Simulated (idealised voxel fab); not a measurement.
The following process module bears the name voxel capacitor over wiring.
We display cut, a cross-section 260 nm in width whose square cells are each 5 nm.
A cross-section is a grid of square cells, given in bands from the top down. A band is one or more rows of cells.
In this notation a band is specified by the heights of its top and bottom, in that order and in nm, after which its materials appear from left to right, each paired with its width in nm. The word "all across" attached to a single material means that material fills the band from edge to edge; the word "blank" stands for empty space.
Beneath 0, the wafer as received is one material, and that level is where height counting begins. The lowest band goes on downward without a bottom; it is written like "0..down".
So if you see something like "30->40" for the width, read it as the top row of the band sitting at the first number and the bottom row at the second, with every row in between moving by the same amount as the last.
Take "no alterations made" at face value: in the step it is given for, the cross-section changed in none of its cells.
"Closed void inventory" - sealed voids, min. 8 cells, no opening to top; format: width x height at distance (distance from left edge; nm throughout).
Text after the settings on a step's line: the simulator's own remark on that step.
A step's line can hold "overlay nm"; with a mask on that step, the setting says how far right of the planned place the mask lay, while a negative setting says it lay to the left.
-- Process steps (planned)
step 1: RECEIVE with material Si
step 2: CONFORMAL_DEP with material SiO2, thk nm 10
step 3: DIRECTIONAL_DEP with material TiN, thk nm 5
step 4: DIRECTIONAL_DEP with material W, thk nm 20
step 5: DIRECTIONAL_DEP with material aC, thk nm 15
step 6: PATTERN with tone cover, mask id METAL_1, material resist, width nm 15, pitch nm 90, thk nm 35, overlay nm 0
step 7: DIRECTIONAL_ETCH with etch materials aC, depth nm 15
step 8: STRIP with etch materials resist
step 9: DIRECTIONAL_ETCH with etch materials W, depth nm 20
step 10: DIRECTIONAL_ETCH with etch materials TiN, depth nm 5
step 11: STRIP with etch materials aC
step 12: FILL_DEP with material lowk, thk nm 5
step 13: CMP with height nm 35
step 14: CONFORMAL_DEP with material SiCN, thk nm 5
step 15: DIRECTIONAL_DEP with material lowk, thk nm 10
step 16: MASKED_ETCH with tone open, mask id PLUG_1, width nm 15, etch materials lowk, depth nm 10, overlay nm 0
step 17: MASKED_ETCH with tone open, mask id PLUG_1, width nm 15, etch materials SiCN, depth nm 5, overlay nm 0
step 18: EPI with material Ru, thk nm 10
step 19: EPI with material Ru, thk nm 5
step 20: DIRECTIONAL_DEP with material TiN, thk nm 10
step 21: DIRECTIONAL_DEP with material Al2O3, thk nm 5
step 22: DIRECTIONAL_DEP with material TiN, thk nm 10
step 23: PATTERN with tone cover, mask id UPPER_PLATE, material resist, width nm 70, thk nm 20, overlay nm 0
step 24: DIRECTIONAL_ETCH with etch materials TiN, depth nm 10
step 25: DIRECTIONAL_ETCH with etch materials Al2O3, depth nm 5
step 26: STRIP with etch materials resist
step 27: PATTERN with tone cover, mask id LOWER_PLATE, material resist, width nm 80, thk nm 15, overlay nm 0
step 28: DIRECTIONAL_ETCH with etch materials TiN, depth nm 10
step 29: STRIP with etch materials resist
step 30: FILL_DEP with material SiO2, thk nm 20
step 31: CMP with height nm 90
step 32: PATTERN with tone open, mask id PLUG_2, material resist, width nm 15, thk nm 15, overlay nm 0
step 33: DIRECTIONAL_ETCH with etch materials SiO2, depth nm 15
step 34: STRIP with etch materials resist
step 35: CONFORMAL_DEP with material TiN, thk nm 5
step 36: FILL_DEP with material W, thk nm 5
step 37: CMP with height nm 90
step 38: CONFORMAL_DEP with material SiCN, thk nm 5
Where the wafers of this document differ is in the width nm of step 6; they start out the same, and the plan states the value that applied to the first wafer.
-- Step 1 complete: as-received cross-section of the first of several wafers
* 0..down = Si all across
* Closed void inventory: none
-- Wafer cross-section (first of several) - module end, post step 38 (last step)
* 95..90 = SiCN all across
* 90..80 = SiO2 90 nm, then TiN 5 nm, then W 5 nm, then TiN 5 nm, then SiO2 155 nm
* 80..75 = SiO2 90 nm, then TiN 15 nm, then SiO2 155 nm
* 75..65 = SiO2 80 nm, then TiN 70 nm, then SiO2 110 nm
* 65..60 = SiO2 80 nm, then Al2O3 70 nm, then SiO2 110 nm
* 60..50 = SiO2 75 nm, then TiN 80 nm, then SiO2 105 nm
* 50..40 = lowk 80 nm, then Ru 15 nm, then lowk 165 nm
* 40..35 = SiCN 80 nm, then Ru 15 nm, then SiCN 165 nm
* 35..15 = lowk 75 nm, then W 15 nm, then lowk 75 nm, then W 15 nm, then lowk 80 nm
* 15..10 = lowk 75 nm, then TiN 15 nm, then lowk 75 nm, then TiN 15 nm, then lowk 80 nm
* 10..0 = SiO2 all across
* 0..down = Si all across
* Closed void inventory: none
-- The last wafer as seen in cross-section at the end of the module
* 95..90 = SiCN all across
* 90..80 = SiO2 90 nm, then TiN 5 nm, then W 5 nm, then TiN 5 nm, then SiO2 155 nm
* 80..75 = SiO2 90 nm, then TiN 15 nm, then SiO2 155 nm
* 75..65 = SiO2 80 nm, then TiN 70 nm, then SiO2 110 nm
* 65..60 = SiO2 80 nm, then Al2O3 70 nm, then SiO2 110 nm
* 60..50 = SiO2 75 nm, then TiN 80 nm, then SiO2 105 nm
* 50..40 = lowk 80 nm, then Ru 15 nm, then lowk 165 nm
* 40..35 = SiCN 80 nm, then Ru 15 nm, then SiCN 165 nm
* 35..15 = lowk 65 nm, then W 40 nm, then lowk 50 nm, then W 40 nm, then lowk 65 nm
* 15..10 = lowk 65 nm, then TiN 40 nm, then lowk 50 nm, then TiN 40 nm, then lowk 65 nm
* 10..0 = SiO2 all across
* 0..down = Si all across
* Closed void inventory: none
-- Basically each wafer gets a line in the table, showing it at the end of the module: material by material, the cells it gained (+) or lost (-) since we got it, then its closed voids
width nm 15 | +14 Al2O3 | +9 Ru | +101 SiCN | +437 SiO2 | +73 TiN | +26 W | +328 lowk | Closed void inventory: none
width nm 20 | +14 Al2O3 | +9 Ru | +101 SiCN | +437 SiO2 | +75 TiN | +34 W | +318 lowk | Closed void inventory: none
width nm 25 | +14 Al2O3 | +9 Ru | +101 SiCN | +437 SiO2 | +77 TiN | +42 W | +308 lowk | Closed void inventory: none
width nm 30 | +14 Al2O3 | +9 Ru | +101 SiCN | +437 SiO2 | +79 TiN | +50 W | +298 lowk | Closed void inventory: none
width nm 35 | +14 Al2O3 | +9 Ru | +101 SiCN | +437 SiO2 | +81 TiN | +58 W | +288 lowk | Closed void inventory: none
width nm 40 | +14 Al2O3 | +9 Ru | +101 SiCN | +437 SiO2 | +83 TiN | +66 W | +278 lowk | Closed void inventory: none
